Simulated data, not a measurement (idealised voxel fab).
Herein follows the process module entitled voxel lift off.
FYI the section here is cut, 180 nm wide, cells are 5 nm squares.
Just so we're on the same page, the cross-sections are grids of square cells, and they're listed out in bands top to bottom, each band one or more rows deep.
Per band: top height and bottom height in nm, followed by the left-to-right materials and their widths in nm; "full width" marks a single material spanning edge to edge, "empty" marks empty space.
Height 0 is the level under which the wafer as received is all one material. The lowest band goes on downwards, as in "top 0, no bottom".
Note: "30 to 40" means the width goes from the first number (top row of the band) to the second number (bottom row) in equal steps per row of cells.
When a step is marked "nothing was modified", none of the cells in the cross-section changed during that step.
The label "Enclosed voids" introduces a list of the empty spaces, 8 cells or larger, that have no open way up to the top; each entry in it reads width x height at distance, where the distance is taken from the left edge and all three are stated in nm.
Where a step's line continues beyond its settings, the continuation is a remark by the simulator itself on that step.
Regarding "overlay nm": on a step with a mask, it is the distance the mask lay to the right of its planned place; a negative value places it to the left.

[The steps planned for the process are as follows]
step 1: RECEIVE (material Si)
step 2: CONFORMAL_DEP (material SiN; thk nm 5)
step 3: PATTERN (tone open; mask id LINES; material resist; width nm 30; pitch nm 45; thk nm 20; overlay nm 0)
step 4: DIRECTIONAL_DEP (material Ru; thk nm 10)
step 5: STRIP (etch materials resist)
step 6: CONFORMAL_DEP (material SiCN; thk nm 5)

[Cross-section of the wafer as it came to us, i.e., already through step 1]
* top 0, no bottom: Si full width
* Enclosed voids: none

[End-of-module XS, first of two wafers, run as planned]
* top 20, bottom 15: empty=25, then SiCN=40, then empty=5, then SiCN=40, then empty=5, then SiCN=40, then empty=25
* top 15, bottom 10: empty=25, then SiCN=5, then Ru=30, then SiCN=5, then empty=5, then SiCN=5, then Ru=30, then SiCN=5, then empty=5, then SiCN=5, then Ru=30, then SiCN=5, then empty=25
* top 10, bottom 5: SiCN=30, then Ru=30, then SiCN=15, then Ru=30, then SiCN=15, then Ru=30, then SiCN=30
* top 5, bottom 0: SiN full width
* top 0, no bottom: Si full width
* Enclosed voids: none

[Second wafer of the two, sectioned at the end of the module. It began like the first and followed the same plan, but one mistake was made while running it]
* top 20, bottom 15: empty=30, then SiCN=35, then empty=10, then SiCN=35, then empty=10, then SiCN=35, then empty=25
* top 15, bottom 10: empty=30, then SiCN=5, then Ru=25, then SiCN=5, then empty=10, then SiCN=5, then Ru=25, then SiCN=5, then empty=10, then SiCN=5, then Ru=25, then SiCN=5, then empty=25
* top 10, bottom 5: SiCN=35, then Ru=25, then SiCN=20, then Ru=25, then SiCN=20, then Ru=25, then SiCN=30
* top 5, bottom 0: SiN full width
* top 0, no bottom: Si full width
* Enclosed voids: none
Finding, execution versus plan: step 3 was run on a setting that differed from the plan, and what really ran there is PATTERN (tone open; mask id LINES; material resist; width nm 25; pitch nm 45; thk nm 20; overlay nm 0)
Upon completion, the second wafer contains, in terms of cells, a greater or smaller amount of certain materials than the first wafer: Ru: 6 fewer
